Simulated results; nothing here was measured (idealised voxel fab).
process module | voxel plated lines
cross-section cut | 225 nm wide | cells 5 nm
A cross-section is a grid of square cells, given in bands from the top down. A band is one or more rows of cells.
Each band's line starts with the height of the band's top and of its bottom, in nm. Then come its materials from left to right, each with its width in nm. One material with "throughout" fills the band from edge to edge. "air" is empty space.
Height 0 is the level under which the wafer as received is all one material. The lowest band goes on downwards, as in "0 down".
A width such as "30 to 40" changes by the same amount from each row of cells to the next, from the band's top row to its bottom row.
"no change" after a step means that no cell of the cross-section changed.
closed voids: empty space of 8 cells or more with no open way to the top, each as width x height at its distance from the left edge, in nm
after a step's settings: what the simulator itself notes on the step
overlay nm, on a step with a mask: how far to the right of its planned place the mask lay; to the left if negative
plan
1 op RECEIVE | material Si
2 op CONFORMAL_DEP | material Al2O3 | thk nm 5
3 op DIRECTIONAL_DEP | material TiN | thk nm 5
4 op PATTERN | tone open | mask id LINES | material resist | width nm 20 | pitch nm 45 | thk nm 30 | overlay nm 0
5 op EPI | material Ru | thk nm 5
6 op EPI | material Ru | thk nm 5
7 op STRIP | etch materials resist
8 op DIRECTIONAL_ETCH | etch materials TiN | depth nm 5
9 op CONFORMAL_DEP | material SiN | thk nm 10
varied across the wafers: thk nm of step 2. The plan shows the first wafer's value. All wafers start alike
first wafer as received, after step 1
  0 down: Si throughout
  closed voids: none
each wafer at the end: cells of each material gained (+) or lost (-) since it was received, then its closed voids
thk nm 5 | +45 Al2O3 | +16 Ru | +114 SiN | +8 TiN | closed voids: none
thk nm 10 | +90 Al2O3 | +16 Ru | +114 SiN | +8 TiN | closed voids: none
thk nm 15 | +135 Al2O3 | +16 Ru | +114 SiN | +8 TiN | closed voids: none
thk nm 20 | +180 Al2O3 | +16 Ru | +114 SiN | +8 TiN | closed voids: none
